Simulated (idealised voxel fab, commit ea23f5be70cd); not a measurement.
process module | voxel self aligned vias
cross-section cut | 275 nm wide | cells 5 nm
A cross-section is a grid of square cells, given in bands from the top down. A band is one or more rows of cells.
Each band's line starts with the height of the band's top and of its bottom, in nm. Then come its materials from left to right, each with its width in nm. One material with "throughout" fills the band from edge to edge. "air" is empty space.
Height 0 is the level under which the wafer as received is all one material. The lowest band goes on downwards, as in "0 down".
A width such as "30 to 40" changes by the same amount from each row of cells to the next, from the band's top row to its bottom row.
"no change" after a step means that no cell of the cross-section changed.
closed voids: empty space of 8 cells or more with no open way to the top, each as width x height at its distance from the left edge, in nm
after a step's settings: what the simulator itself notes on the step
overlay nm, on a step with a mask: how far to the right of its planned place the mask lay; to the left if negative
plan
1 op RECEIVE | material Si
2 op CONFORMAL_DEP | material SiO2 | thk nm 10
3 op CONFORMAL_DEP | material SiCN | thk nm 5
4 op DIRECTIONAL_DEP | material lowk | thk nm 20
5 op DIRECTIONAL_DEP | material aC | thk nm 15
6 op PATTERN | tone open | mask id LINES | material resist | width nm 25 | pitch nm 60 | thk nm 35 | overlay nm 0
7 op DIRECTIONAL_ETCH | etch materials aC | depth nm 15
8 op STRIP | etch materials resist
9 op DIRECTIONAL_ETCH | etch materials lowk | depth nm 20
10 op STRIP | etch materials aC
11 op CONFORMAL_DEP | material TiN | thk nm 5
12 op FILL_DEP | material W | thk nm 5
13 op CMP | height nm 35
14 op SELECTIVE_ETCH | etch materials W Ru TiN | depth nm 5
15 op FILL_DEP | material SiN | thk nm 10
16 op CMP | height nm 35
17 op DIRECTIONAL_DEP | material lowk | thk nm 20
18 op PATTERN | tone open | mask id VIAS | material resist | width nm 35 | pitch nm 120 | thk nm 20 | overlay nm 0
19 op DIRECTIONAL_ETCH | etch materials lowk | depth nm 20
20 op DIRECTIONAL_ETCH | etch materials SiN | depth nm 5
21 op STRIP | etch materials resist
22 op CONFORMAL_DEP | material TiN | thk nm 5
23 op FILL_DEP | material W | thk nm 10
24 op CMP | height nm 55
25 op CONFORMAL_DEP | material SiCN | thk nm 5
as received, after step 1
  0 down: Si throughout
  closed voids: none
a wafer at the end: this start, this plan, one mistake
  60 to 55: SiCN throughout
  55 to 40: lowk 60 | TiN 5 | W 25 | TiN 5 | lowk 85 | TiN 5 | W 25 | TiN 5 | lowk 60
  40 to 35: lowk 60 | TiN 35 | lowk 85 | TiN 35 | lowk 60
  35 to 30: SiCN throughout
  30 to 10: lowk throughout
  10 to 0: SiO2 throughout
  0 down: Si throughout
  closed voids: none
what went wrong: steps 3 and 4 were swapped
